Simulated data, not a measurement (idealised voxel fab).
Herein follows the process module entitled voxel trench capacitor.
Cross-sectional view cut (width: 185 nm; square cell size: 5 nm).
Just so we're on the same page, the cross-sections are grids of square cells, and they're listed out in bands top to bottom, each band one or more rows deep. Band entry format. Leading values: height of top, height of bottom, nm. Remainder: materials in left-to-right order, each with its width in nm. Special words: "edge to edge" on a single material, which then fills the band edge to edge; "empty", empty space. Ref level 0: as-received wafer is one material below here. Bottom band extends down with no lower bound ("z 0 and below"). Quick explanation for "30 to 40": the width changes in equal steps down the rows of cells, from the first number in the band's top row to the second number in its bottom row. The cross-section has no changed cell in any step marked "remains unaltered". The entry titled "closed voids" provides the empty spaces that have no open way to the top, restricted to those of 8 cells or more. Each is presented as width x height at distance, the distance being measured from the left edge, with all three in nm. Note: text after step settings on the step line = simulator remark on that step. Each step line may optionally specify "overlay nm", which for a step with a mask gives the rightward distance between the mask's planned place and where it lay, a negative value indicating the leftward direction.

These are the steps we planned for the process
1: RECEIVE: material Si
2: CONFORMAL_DEP: material SiN, thk nm 5
3: PATTERN: tone open, mask id TRENCH, material resist, width nm 30, pitch nm 50, thk nm 20, overlay nm 0
4: DIRECTIONAL_ETCH: etch materials SiN, depth nm 5
5: DIRECTIONAL_ETCH: etch materials Si, depth nm 25
6: STRIP: etch materials resist
7: CONFORMAL_DEP: material Al2O3, thk nm 5
8: CONFORMAL_DEP: material TiN, thk nm 5
9: FILL_DEP: material W, thk nm 10
10: CMP: height nm 5

This is the cross-section of the wafer as we received it, i.e. after step 1
* z 0 and below  Si edge to edge
* closed voids: none

First of two wafers at the end of the module, shown in cross-section; run carried out as planned
* z 5 to 0  SiN (25), Al2O3 (5), TiN (5), W (10), TiN (5), Al2O3 (5), SiN (20), Al2O3 (5), TiN (5), W (10), TiN (5), Al2O3 (5), SiN (20), Al2O3 (5), TiN (5), W (10), TiN (5), Al2O3 (5), SiN (30)
* z 0 to -15  Si (25), Al2O3 (5), TiN (5), W (10), TiN (5), Al2O3 (5), Si (20), Al2O3 (5), TiN (5), W (10), TiN (5), Al2O3 (5), Si (20), Al2O3 (5), TiN (5), W (10), TiN (5), Al2O3 (5), Si (30)
* z -15 to -20  Si (25), Al2O3 (5), TiN (20), Al2O3 (5), Si (20), Al2O3 (5), TiN (20), Al2O3 (5), Si (20), Al2O3 (5), TiN (20), Al2O3 (5), Si (30)
* z -20 to -25  Si (25), Al2O3 (30), Si (20), Al2O3 (30), Si (20), Al2O3 (30), Si (30)
* z -25 and below  Si edge to edge
* closed voids: none

Module end: cross-section of wafer two of two. Same start and process plan as the first wafer. One mistake during execution
* z 5 to 0  SiN (25), Al2O3 (5), SiN (5), W (10), SiN (5), Al2O3 (5), SiN (20), Al2O3 (5), SiN (5), W (10), SiN (5), Al2O3 (5), SiN (20), Al2O3 (5), SiN (5), W (10), SiN (5), Al2O3 (5), SiN (30)
* z 0 to -15  Si (25), Al2O3 (5), SiN (5), W (10), SiN (5), Al2O3 (5), Si (20), Al2O3 (5), SiN (5), W (10), SiN (5), Al2O3 (5), Si (20), Al2O3 (5), SiN (5), W (10), SiN (5), Al2O3 (5), Si (30)
* z -15 to -20  Si (25), Al2O3 (5), SiN (20), Al2O3 (5), Si (20), Al2O3 (5), SiN (20), Al2O3 (5), Si (20), Al2O3 (5), SiN (20), Al2O3 (5), Si (30)
* z -20 to -25  Si (25), Al2O3 (30), Si (20), Al2O3 (30), Si (20), Al2O3 (30), Si (30)
* z -25 and below  Si edge to edge
* closed voids: none
what went wrong: note that step 8 departed from the planned setting and was carried out as CONFORMAL_DEP: material SiN, thk nm 5
Final cells, second wafer relative to first, materials higher or lower: SiN +36, TiN -36
